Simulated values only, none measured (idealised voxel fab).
Documented hereafter: the process module known as voxel transistor to metal.
The figure presents cross-section cut, which has a width of 140 nm and is divided into square cells with an edge length of 5 nm.
Cross-section format: a grid of square cells, given as bands from top to bottom; each band is one or more rows of cells.
For a band, the entry starts with two heights in nm, that of the top and then that of the bottom, and carries on with the band's materials in order from left to right, each alongside its width in nm; the word "full width" beside a single material means it fills the band edge to edge, and "blank" means empty space.
Measure heights from 0. That's the level where, below it, the as-received wafer is all one material. The lowest band is bottomless and extends downward; write it as in "from 0 down".
A width such as "30->40" changes by the same amount from each row of cells to the next, from the band's top row to its bottom row.
"all unchanged" means the step left every cell of the cross-section as it was.
Each empty space that has no open way to the top and spans at least 8 cells appears under "Closed void list" as width x height at distance, the distance counted from the left edge, all in nm.
Post-settings text on a step line: simulator's own remark regarding the step.
The optional step-line setting "overlay nm" applies to steps with a mask and quantifies how far to the right of its planned location the mask lay, a negative value indicating leftward placement.

This section lists the process steps that were planned:
step 1: RECEIVE with material Si
step 2: CONFORMAL_DEP with material SiO2, thk nm 5
step 3: CONFORMAL_DEP with material SiN, thk nm 10
step 4: MASKED_ETCH with tone cover, mask id ACTIVE, width nm 95, etch materials SiN, depth nm 10, overlay nm 0
step 5: MASKED_ETCH with tone cover, mask id ACTIVE, width nm 85, etch materials SiO2, depth nm 5, overlay nm 0
step 6: MASKED_ETCH with tone cover, mask id ACTIVE, width nm 95, etch materials Si, depth nm 35, overlay nm 0
step 7: FILL_DEP with material SiO2, thk nm 10
step 8: CMP with height nm 15
step 9: SELECTIVE_ETCH with etch materials SiO2, depth nm 5
step 10: STRIP with etch materials SiN
step 11: SELECTIVE_ETCH with etch materials SiO2, depth nm 5
step 12: OXIDIZE with depth nm 5
step 13: DIRECTIONAL_DEP with material polySi, thk nm 25
step 14: DIRECTIONAL_DEP with material SiCN, thk nm 15
step 15: DIRECTIONAL_DEP with material aC, thk nm 10
step 16: PATTERN with tone cover, mask id GATE, material resist, width nm 15, thk nm 25, overlay nm 0
step 17: DIRECTIONAL_ETCH with etch materials aC, depth nm 10
step 18: STRIP with etch materials resist
step 19: DIRECTIONAL_ETCH with etch materials SiCN, depth nm 25
step 20: DIRECTIONAL_ETCH with etch materials polySi, depth nm 35
step 21: STRIP with etch materials aC
step 22: CONFORMAL_DEP with material SiO2, thk nm 5
step 23: DIRECTIONAL_ETCH with etch materials SiO2, depth nm 5
step 24: CONFORMAL_DEP with material SiN, thk nm 5
step 25: DIRECTIONAL_ETCH with etch materials SiN, depth nm 5
step 26: DIRECTIONAL_ETCH with etch materials SiO2, depth nm 5
step 27: DIRECTIONAL_ETCH with etch materials Si, depth nm 15
step 28: EPI with material nSi, thk nm 20
step 29: FILL_DEP with material SiO2, thk nm 5
step 30: CMP with height nm 40
step 31: DIRECTIONAL_DEP with material SiO2, thk nm 10
step 32: MASKED_ETCH with tone open, mask id CONTACT, width nm 30, pitch nm 55, etch materials SiO2, depth nm 35, overlay nm 0
step 33: CONFORMAL_DEP with material TiN, thk nm 5
step 34: FILL_DEP with material W, thk nm 10
step 35: CMP with height nm 50
step 36: DIRECTIONAL_DEP with material TiN, thk nm 5
step 37: DIRECTIONAL_DEP with material Ru, thk nm 20
step 38: DIRECTIONAL_DEP with material aC, thk nm 15
step 39: PATTERN with tone cover, mask id METAL_1, material resist, width nm 20, pitch nm 65, thk nm 30, overlay nm 0
step 40: DIRECTIONAL_ETCH with etch materials aC, depth nm 15
step 41: STRIP with etch materials resist
step 42: DIRECTIONAL_ETCH with etch materials Ru, depth nm 20
step 43: DIRECTIONAL_ETCH with etch materials TiN, depth nm 5
step 44: STRIP with etch materials aC
step 45: CONFORMAL_DEP with material SiCN, thk nm 5
step 46: FILL_DEP with material SiO2, thk nm 10
step 47: CMP with height nm 75
step 48: CONFORMAL_DEP with material SiN, thk nm 5
Variable across wafers: step 5 width nm (plan value is that of the first wafer; starting state common to all).

This is how the first of several wafers looked in cross-section when it arrived, which is after step 1:
	from 0 down = Si full width
	Closed void list: none

Module end state after final step 48: cross-section of the first of several wafers:
	from 80 to 75 = SiN full width
	from 75 to 55 = SiO2 20 | SiCN 5 | Ru 20 | SiCN 5 | SiO2 35 | SiCN 5 | Ru 20 | SiCN 5 | SiO2 25
	from 55 to 50 = SiCN 25 | TiN 20 | SiCN 45 | TiN 20 | SiCN 30
	from 50 to 40 = SiO2 25 | TiN 5 | W 20->15 | TiN 5->10 | SiO2 25 | TiN 5->10 | W 20->15 | TiN 5 | SiO2 30
	from 40 to 25 = SiO2 25 | TiN 5 | W 15 | TiN 5 | SiN 5 | SiO2 5 | SiCN 15 | SiO2 5 | SiN 5 | TiN 5 | W 15 | TiN 5 | SiO2 30
	from 25 to 20 = SiO2 25 | TiN 5 | W 15 | TiN 5 | SiN 5 | SiO2 5 | polySi 15 | SiO2 5 | SiN 5 | TiN 5 | W 15 | TiN 5 | SiO2 30
	from 20 to 15 = SiO2 25 | TiN 25 | SiN 5 | SiO2 5 | polySi 15 | SiO2 5 | SiN 5 | TiN 25 | SiO2 30
	from 15 to 5 = SiO2 15 | nSi 35 | SiN 5 | SiO2 5 | polySi 15 | SiO2 5 | SiN 5 | nSi 35 | SiO2 20
	from 5 to 0 = SiO2 15 | nSi 5 | SiN 5 | nSi 25 | SiN 5 | SiO2 5 | polySi 15 | SiO2 5 | SiN 5 | nSi 25 | SiN 5 | nSi 5 | SiO2 20
	from 0 to -5 = SiO2 25 | nSi 25 | SiO2 35 | nSi 25 | SiO2 30
	from -5 to -20 = SiO2 20 | Si 5 | nSi 25 | Si 35 | nSi 25 | Si 5 | SiO2 25
	from -20 to -35 = SiO2 20 | Si 95 | SiO2 25
	from -35 down = Si full width
	Closed void list: none

Showing the last wafer in cross-section at the end of the module:
	from 80 to 75 = SiN full width
	from 75 to 55 = SiO2 20 | SiCN 5 | Ru 20 | SiCN 5 | SiO2 35 | SiCN 5 | Ru 20 | SiCN 5 | SiO2 25
	from 55 to 50 = SiCN 25 | TiN 20 | SiCN 45 | TiN 20 | SiCN 30
	from 50 to 40 = SiO2 25 | TiN 5 | W 20->15 | TiN 5->10 | SiO2 25 | TiN 5->10 | W 20->15 | TiN 5 | SiO2 30
	from 40 to 25 = SiO2 25 | TiN 5 | W 15 | TiN 5 | SiN 5 | SiO2 5 | SiCN 15 | SiO2 5 | SiN 5 | TiN 5 | W 15 | TiN 5 | SiO2 30
	from 25 to 20 = SiO2 25 | TiN 5 | W 15 | TiN 5 | SiN 5 | SiO2 5 | polySi 15 | SiO2 5 | SiN 5 | TiN 5 | W 15 | TiN 5 | SiO2 30
	from 20 to 15 = SiO2 25 | TiN 25 | SiN 5 | SiO2 5 | polySi 15 | SiO2 5 | SiN 5 | TiN 25 | SiO2 30
	from 15 to 5 = SiO2 15 | nSi 35 | SiN 5 | SiO2 5 | polySi 15 | SiO2 5 | SiN 5 | nSi 35 | SiO2 20
	from 5 to 0 = SiO2 15 | nSi 5 | SiN 5 | nSi 25 | SiN 5 | SiO2 5 | polySi 15 | SiO2 5 | SiN 5 | nSi 25 | SiN 5 | nSi 5 | SiO2 20
	from 0 to -5 = SiO2 25 | nSi 25 | SiO2 35 | nSi 25 | SiO2 30
	from -5 to -20 = SiO2 15 | Si 10 | nSi 25 | Si 35 | nSi 25 | Si 15 | SiO2 15
	from -20 to -35 = SiO2 15 | Si 110 | SiO2 15
	from -35 down = Si full width
	Closed void list: none

Rows = wafers. At module end, each row lists per material the cells gained (+) or lost (-) since the wafer was received, then the closed voids:
width nm 85 | +32 Ru | -112 Si | +45 SiCN | +46 SiN | +260 SiO2 | +44 TiN | +38 W | +80 nSi | +15 polySi | Closed void list: none
width nm 90 | +32 Ru | -112 Si | +45 SiCN | +46 SiN | +260 SiO2 | +44 TiN | +38 W | +80 nSi | +15 polySi | Closed void list: none
width nm 95 | +32 Ru | -112 Si | +45 SiCN | +46 SiN | +260 SiO2 | +44 TiN | +38 W | +80 nSi | +15 polySi | Closed void list: none
width nm 100 | +32 Ru | -106 Si | +45 SiCN | +46 SiN | +254 SiO2 | +44 TiN | +38 W | +80 nSi | +15 polySi | Closed void list: none
width nm 105 | +32 Ru | -100 Si | +45 SiCN | +46 SiN | +248 SiO2 | +44 TiN | +38 W | +80 nSi | +15 polySi | Closed void list: none
width nm 110 | +32 Ru | -94 Si | +45 SiCN | +46 SiN | +242 SiO2 | +44 TiN | +38 W | +80 nSi | +15 polySi | Closed void list: none
